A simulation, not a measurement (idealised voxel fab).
process module | voxel lift off
cross-section cut | 245 nm wide | cells 5 nm
A cross-section is a grid of square cells, given in bands from the top down. A band is one or more rows of cells.
Each band's line starts with the height of the band's top and of its bottom, in nm. Then come its materials from left to right, each with its width in nm. One material with "throughout" fills the band from edge to edge. "air" is empty space.
Height 0 is the level under which the wafer as received is all one material. The lowest band goes on downwards, as in "0 down".
A width such as "30 to 40" changes by the same amount from each row of cells to the next, from the band's top row to its bottom row.
"no change" after a step means that no cell of the cross-section changed.
closed voids: empty space of 8 cells or more with no open way to the top, each as width x height at its distance from the left edge, in nm
after a step's settings: what the simulator itself notes on the step
overlay nm, on a step with a mask: how far to the right of its planned place the mask lay; to the left if negative
plan
1 op RECEIVE | material Si
2 op CONFORMAL_DEP | material SiO2 | thk nm 5
3 op PATTERN | tone open | mask id LINES | material resist | width nm 30 | pitch nm 55 | thk nm 20 | overlay nm 0
4 op DIRECTIONAL_DEP | material Ru | thk nm 10
5 op STRIP | etch materials resist
6 op CONFORMAL_DEP | material SiO2 | thk nm 5
as received, after step 1
  0 down: Si throughout
  closed voids: none
a wafer at the end: this start, this plan, one mistake
  20 to 15: air 75 | SiO2 40 | air 15 | SiO2 40 | air 75
  15 to 10: air 75 | SiO2 5 | Ru 30 | SiO2 5 | air 15 | SiO2 5 | Ru 30 | SiO2 5 | air 75
  10 to 5: SiO2 80 | Ru 30 | SiO2 25 | Ru 30 | SiO2 80
  5 to 0: Ru throughout
  0 down: Si throughout
  closed voids: none
what went wrong: step 2 ran as: op CONFORMAL_DEP | material Ru | thk nm 5
